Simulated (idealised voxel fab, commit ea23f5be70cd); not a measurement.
Process module in this document: voxel spacer lines
Xsec cut, 160 nm wide, square cell size 5 nm.
Just so we're on the same page, the cross-sections are grids of square cells, and they're listed out in bands top to bottom, each band one or more rows deep.
Basically the band line says how high the top is and how high the bottom is, in nm, and then what's in it from left to right, every material with its width in nm. Empty space shows up as "air", and if a single material carries "everywhere" it runs the full band edge to edge.
A quick word on heights: they are counted from 0, and under that level the wafer as it came to us is one material throughout. The lowest band is different from the rest in having no bottom; it simply continues downward, written as in "top 0, no bottom".
You'd read "30 to 40" like this: the band's top row of cells is as wide as the first number, its bottom row is as wide as the second, and going down, every row changes width by the same amount as the row before did.
The cross-section has no changed cell in any step marked "remains unaltered".
Voids not open to the top, 8 cells minimum: see "Closed cavities". Written width x height at distance; distance is from the left edge; nm.
Read whatever lies past the settings on a step's line as the simulator's own remark about the step.
"overlay nm", when on a step's line for a step with a mask, measures how far to the right of its planned place the mask lay; a negative measure means to the left.

Process steps foreseen in the plan
1) RECEIVE,material Si
2) CONFORMAL_DEP,material Al2O3,thk nm 5
3) DIRECTIONAL_DEP,material W,thk nm 15
4) DIRECTIONAL_DEP,material aC,thk nm 20
5) PATTERN,tone cover,mask id MANDREL,material resist,width nm 20,pitch nm 60,thk nm 25,overlay nm 0
6) DIRECTIONAL_ETCH,etch materials aC,depth nm 20
7) STRIP,etch materials resist
8) CONFORMAL_DEP,material SiO2,thk nm 10
9) DIRECTIONAL_ETCH,etch materials SiO2,depth nm 10
10) STRIP,etch materials aC
11) DIRECTIONAL_ETCH,etch materials W,depth nm 15
12) STRIP,etch materials SiO2

This is the cross-section of the wafer as we received it, i.e. after step 1
top 0, no bottom | Si everywhere
Closed cavities: none

Sectioned view, first of two wafers, at the close of the module, processed as intended in the plan
top 20, bottom 5 | 30 air, then 10 W, then 20 air, then 10 W, then 20 air, then 10 W, then 20 air, then 10 W, then 30 air
top 5, bottom 0 | Al2O3 everywhere
top 0, no bottom | Si everywhere
Closed cavities: none

Second wafer cross-section at end of module - shared start and plan with the first, one mistake in the run
top 35, bottom 20 | 30 air, then 10 W, then 20 air, then 10 W, then 20 air, then 10 W, then 20 air, then 10 W, then 30 air
top 20, bottom 5 | W everywhere
top 5, bottom 0 | Al2O3 everywhere
top 0, no bottom | Si everywhere
Closed cavities: none
What went wrong in running the wafer? step 3 of the plan was performed twice
The second wafer ends with more or fewer cells of some materials than the first, per final count: W +96
